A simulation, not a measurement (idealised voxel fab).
Process module in this document: voxel self aligned vias
Cross-sectional view cut (width: 300 nm; square cell size: 5 nm).
Heads up, the way a cross-section reads in here is a grid of square cells, handed over as bands from the top down, with every band being one or more rows of cells.
Quick guide to a band line: top height, bottom height (nm) up front; then every material left to right with its width in nm. Only one material and it's marked "throughout"? Then it fills the band edge to edge. And "air" just means empty space.
Note: height 0 marks the level under which the wafer is uniformly one material as received. Lowest band unbounded below, written "top 0, no bottom".
Width "30 to 40": first value at the band's top row of cells, second value at its bottom row, equal change from row to row.
You'll sometimes find "changes: none" written for a step, and that's the way of saying that nowhere in the cross-section did a cell change during that step.
Reported under the label "Closed void register" are the empty spaces having no open way to the top and comprising 8 cells or more; the notation for each is width x height at distance, in which the distance is measured from the left edge and all three values are in nm.
If you see something after the settings on a step's line, that's the simulator's own remark about that step.
Each step line may optionally specify "overlay nm", which for a step with a mask gives the rightward distance between the mask's planned place and where it lay, a negative value indicating the leftward direction.

Process steps (planned)
1: RECEIVE: material Si
2: CONFORMAL_DEP: material SiO2, thk nm 15
3: CONFORMAL_DEP: material SiCN, thk nm 5
4: DIRECTIONAL_DEP: material lowk, thk nm 30
5: MASKED_ETCH: tone open, mask id LINES, width nm 20, pitch nm 65, etch materials lowk, depth nm 30, overlay nm 0
6: CONFORMAL_DEP: material TiN, thk nm 5
7: FILL_DEP: material W, thk nm 10
8: CMP: height nm 50
9: SELECTIVE_ETCH: etch materials W Ru TiN, depth nm 5
10: FILL_DEP: material SiN, thk nm 10
11: CMP: height nm 50
12: DIRECTIONAL_DEP: material lowk, thk nm 15
13: PATTERN: tone open, mask id VIAS, material resist, width nm 40, pitch nm 65, thk nm 15, overlay nm 0
14: DIRECTIONAL_ETCH: etch materials lowk, depth nm 15
15: DIRECTIONAL_ETCH: etch materials SiN, depth nm 5
16: STRIP: etch materials resist
17: CONFORMAL_DEP: material TiN, thk nm 5
18: FILL_DEP: material Cu, thk nm 10
19: CMP: height nm 65
20: CONFORMAL_DEP: material SiN, thk nm 5

Delivered wafer in cross-section: state after step 1
- top 0, no bottom | Si throughout
- Closed void register: none

This is how the wafer looks in cross-section once the module is done, given the starting state and plan above and one mistake in carrying the plan out
- top 70, bottom 65 | SiN throughout
- top 65, bottom 55 | lowk: 65; TiN: 5; Cu: 30; TiN: 5; lowk: 25; TiN: 5; Cu: 30; TiN: 5; lowk: 25; TiN: 5; Cu: 30; TiN: 5; lowk: 65
- top 55, bottom 50 | lowk: 65; TiN: 15; Cu: 15; TiN: 10; lowk: 25; TiN: 15; Cu: 15; TiN: 10; lowk: 25; TiN: 15; Cu: 15; TiN: 10; lowk: 65
- top 50, bottom 45 | lowk: 75; TiN: 25; lowk: 40; TiN: 25; lowk: 40; TiN: 25; lowk: 70
- top 45, bottom 25 | lowk: 75; TiN: 5; W: 15; TiN: 5; lowk: 40; TiN: 5; W: 15; TiN: 5; lowk: 40; TiN: 5; W: 15; TiN: 5; lowk: 70
- top 25, bottom 20 | lowk: 75; TiN: 25; lowk: 40; TiN: 25; lowk: 40; TiN: 25; lowk: 70
- top 20, bottom 15 | SiCN throughout
- top 15, bottom 0 | SiO2 throughout
- top 0, no bottom | Si throughout
- Closed void register: none
Deviation noted in wafer processing: so step 5 ended up running with a different setting than we planned, it ran as MASKED_ETCH: tone open, mask id LINES, width nm 25, pitch nm 65, etch materials lowk, depth nm 30, overlay nm 0
